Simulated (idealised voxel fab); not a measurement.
This is a process module. Its name is voxel lift off.
Cross-section cut spans 205 nm and uses square cells 5 nm in size.
Just so we're on the same page, the cross-sections are grids of square cells, and they're listed out in bands top to bottom, each band one or more rows deep.
Quick guide to a band line: top height, bottom height (nm) up front; then every material left to right with its width in nm. Only one material and it's marked "edge to edge"? Then it fills the band edge to edge. And "air" just means empty space.
It should be noted that heights are counted from 0, beneath which the wafer as supplied is of one material throughout, and that the lowest band possesses no lower boundary but continues downward, as written in "0 down".
Quick explanation for "30 to 40": the width changes in equal steps down the rows of cells, from the first number in the band's top row to the second number in its bottom row.
Where a step carries "remained the same", the cross-section came out of it unchanged, cell for cell.
"Completely sealed voids": empty spaces of 8 cells or more with no open way to the top, each given as width x height at distance, distance from the left edge, all in nm.
Text after the settings on a step's line: the simulator's own remark on that step.
overlay nm: where the mask lay relative to plan, measured to the right, on steps with a mask; negatives go left.

-- Planned step list for the process
1) RECEIVE [material Si]
2) CONFORMAL_DEP [material SiN] [thk nm 5]
3) PATTERN [tone open] [mask id LINES] [material resist] [width nm 15] [pitch nm 40] [thk nm 25] [overlay nm 0]
4) DIRECTIONAL_DEP [material Ru] [thk nm 15]
5) STRIP [etch materials resist]
6) CONFORMAL_DEP [material SiO2] [thk nm 5]
Wafer-to-wafer difference: thk nm, step 2. Common start. Plan = first wafer's value.

-- Cut through the first of several wafers as received, post step 1
	0 down: Si edge to edge
	Completely sealed voids: none

-- End of module, by wafer: material-by-material cell gain (+) or loss (-) since receipt, then closed voids
thk nm 5, +18 Ru, +41 SiN, +53 SiO2, Completely sealed voids: none
thk nm 10, +18 Ru, +82 SiN, +53 SiO2, Completely sealed voids: none
thk nm 15, +18 Ru, +123 SiN, +53 SiO2, Completely sealed voids: none
thk nm 20, +18 Ru, +164 SiN, +53 SiO2, Completely sealed voids: none
